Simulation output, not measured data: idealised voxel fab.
Name of the process module below: voxel ribs on slabs
Square cells of 5 nm make up the cross-section cut, whose width is 280 nm.
Think of the cross-section as a grid of square cells. We describe it in bands, top to bottom, and each band covers one or more rows of those cells.
Band entry format. Leading values: height of top, height of bottom, nm. Remainder: materials in left-to-right order, each with its width in nm. Special words: "all across" on a single material, which then fills the band edge to edge; "empty", empty space.
Heights are measured from 0, the level below which the as-received wafer is all one material; the lowest band has no bottom and continues downward, written as in "z 0 and below".
Think of "30 to 40" as a width that walks from the first number to the second as you go down the band, top row to bottom row, taking equal-sized steps from row to row.
Key: "no change" - step with no changed cell in the cross-section.
Listed in "Fully enclosed voids": every empty space of 8 or more cells without an open way to the top. Form: width x height at distance, the distance being from the left edge, all in nm.
Formally, on a step line, whatever follows the settings is a remark that the simulator itself makes on the step.
overlay nm: mask offset rightward from planned place, masked step; negative means leftward offset.

## Set out below are the planned steps of the process
step 1: RECEIVE, material Si
step 2: DIRECTIONAL_DEP, material SiO2, thk nm 25
step 3: DIRECTIONAL_DEP, material polySi, thk nm 25
step 4: MASKED_ETCH, tone cover, mask id RIB, width nm 25, etch materials polySi, depth nm 10, overlay nm 0
step 5: DIRECTIONAL_DEP, material aC, thk nm 15
step 6: PATTERN, tone cover, mask id SLAB, material resist, width nm 55, thk nm 35, overlay nm 0
step 7: DIRECTIONAL_ETCH, etch materials aC, depth nm 15
step 8: STRIP, etch materials resist
step 9: DIRECTIONAL_ETCH, etch materials polySi, depth nm 15
step 10: STRIP, etch materials aC
step 11: FILL_DEP, material SiO2, thk nm 15
step 12: CMP, height nm 60
step 13: DIRECTIONAL_DEP, material TiN, thk nm 10
step 14: MASKED_ETCH, tone cover, mask id HEATER, width nm 35, etch materials TiN, depth nm 10, overlay nm 0
step 15: CONFORMAL_DEP, material SiN, thk nm 5

## First of two wafers, processed according to plan

## Wafer cross-section on receipt, i.e. after step 1
	z 0 and below  Si all across
	Fully enclosed voids: none

## Step 2 complete: cross-section through the wafer
	z 25 to 0  SiO2 all across
	Below 0, the layers are the same as they were.

## Step 3 complete: cross-section through the wafer
	z 50 to 25  polySi all across
	Below 25, the layers are the same as they were.

## Step 4 complete: cross-section through the wafer
	z 50 to 40  empty (125), then polySi (25), then empty (130)
	Below 40, the layers are the same as they were.

## Step 5 complete: cross-section through the wafer
	z 65 to 55  empty (125), then aC (25), then empty (130)
	z 55 to 50  aC all across
	z 50 to 40  aC (125), then polySi (25), then aC (130)
	Below 40, the layers are the same as they were.

## Step 6 complete: cross-section through the wafer
	z 100 to 65  empty (110), then resist (55), then empty (115)
	z 65 to 55  empty (110), then resist (15), then aC (25), then resist (15), then empty (115)
	Below 55, the layers are the same as they were.

## Step 7 complete: cross-section through the wafer
	z 85 to 65  empty (110), then resist (55), then empty (115)
	z 65 to 55  empty (110), then resist (15), then aC (25), then resist (15), then empty (115)
	z 55 to 50  empty (110), then aC (55), then empty (115)
	z 50 to 40  empty (110), then aC (15), then polySi (25), then aC (15), then empty (115)
	Below 40, the layers are the same as they were.

## Step 8 complete: cross-section through the wafer
	z 65 to 55  empty (125), then aC (25), then empty (130)
	Below 55, the layers are the same as they were.

## Step 9 complete: cross-section through the wafer
	z 65 to 55  empty (125), then aC (25), then empty (130)
	z 55 to 50  empty (110), then aC (55), then empty (115)
	z 50 to 40  empty (110), then aC (15), then polySi (25), then aC (15), then empty (115)
	z 40 to 25  empty (110), then polySi (55), then empty (115)
	Below 25, the layers are the same as they were.

## Step 10 complete: cross-section through the wafer
	z 50 to 40  empty (125), then polySi (25), then empty (130)
	Below 40, the layers are the same as they were.

## Step 11 complete: cross-section through the wafer
	z 65 to 50  SiO2 all across
	z 50 to 40  SiO2 (125), then polySi (25), then SiO2 (130)
	z 40 to 25  SiO2 (110), then polySi (55), then SiO2 (115)
	Below 25, the layers are the same as they were.

## Step 12 complete: cross-section through the wafer
	z 60 to 50  SiO2 all across
	Below 50, the layers are the same as they were.

## Step 13 complete: cross-section through the wafer
	z 70 to 60  TiN all across
	Below 60, the layers are the same as they were.

## Step 14 complete: cross-section through the wafer
	z 70 to 60  empty (120), then TiN (35), then empty (125)
	Below 60, the layers are the same as they were.

## Step 15 complete: cross-section through the wafer
	z 75 to 70  empty (115), then SiN (45), then empty (120)
	z 70 to 65  empty (115), then SiN (5), then TiN (35), then SiN (5), then empty (120)
	z 65 to 60  SiN (120), then TiN (35), then SiN (125)
	Below 60, the layers are the same as they were.

## Wafer two of two - same starting point, same process plan, one mistake in execution; matches wafer one up to and including step 5

## Cross-section: second wafer, time at which step 6 was scheduled to end
	z 100 to 65  empty (115), then resist (55), then empty (110)
	z 65 to 55  empty (115), then resist (10), then aC (25), then resist (20), then empty (110)
	Below 55, the layers are the same as they were.

## Cross-section: second wafer, time at which step 7 was scheduled to end
	z 85 to 65  empty (115), then resist (55), then empty (110)
	z 65 to 55  empty (115), then resist (10), then aC (25), then resist (20), then empty (110)
	z 55 to 50  empty (115), then aC (55), then empty (110)
	z 50 to 40  empty (115), then aC (10), then polySi (25), then aC (20), then empty (110)
	Below 40, the layers are the same as they were.

## Cross-section: second wafer, time at which step 8 was scheduled to end
	z 65 to 55  empty (125), then aC (25), then empty (130)
	Below 55, the layers are the same as they were.

## Cross-section: second wafer, time at which step 9 was scheduled to end
	z 65 to 55  empty (125), then aC (25), then empty (130)
	z 55 to 50  empty (115), then aC (55), then empty (110)
	z 50 to 40  empty (115), then aC (10), then polySi (25), then aC (20), then empty (110)
	z 40 to 25  empty (115), then polySi (55), then empty (110)
	Below 25, the layers are the same as they were.

## Cross-section: second wafer, time at which step 10 was scheduled to end
	z 50 to 40  empty (125), then polySi (25), then empty (130)
	Below 40, the layers are the same as they were.

## Cross-section: second wafer, time at which step 11 was scheduled to end
	z 65 to 50  SiO2 all across
	z 50 to 40  SiO2 (125), then polySi (25), then SiO2 (130)
	z 40 to 25  SiO2 (115), then polySi (55), then SiO2 (110)
	Below 25, the layers are the same as they were.

## Cross-section: second wafer, time at which step 12 was scheduled to end
	z 60 to 50  SiO2 all across
	Below 50, the layers are the same as they were.

## Cross-section: second wafer, time at which step 13 was scheduled to end
	z 70 to 60  TiN all across
	Below 60, the layers are the same as they were.

## Cross-section: second wafer, time at which step 14 was scheduled to end
	z 70 to 60  empty (120), then TiN (35), then empty (125)
	Below 60, the layers are the same as they were.

## Cross-section: second wafer, time at which step 15 was scheduled to end
	z 75 to 70  empty (115), then SiN (45), then empty (120)
	z 70 to 65  empty (115), then SiN (5), then TiN (35), then SiN (5), then empty (120)
	z 65 to 60  SiN (120), then TiN (35), then SiN (125)
	Below 60, the layers are the same as they were.
Processing error: step 6 was not run as planned; what actually ran was PATTERN, tone cover, mask id SLAB, material resist, width nm 55, thk nm 35, overlay nm 5
at the end the second wafer has, in cells: as many of each material as the first, in other places
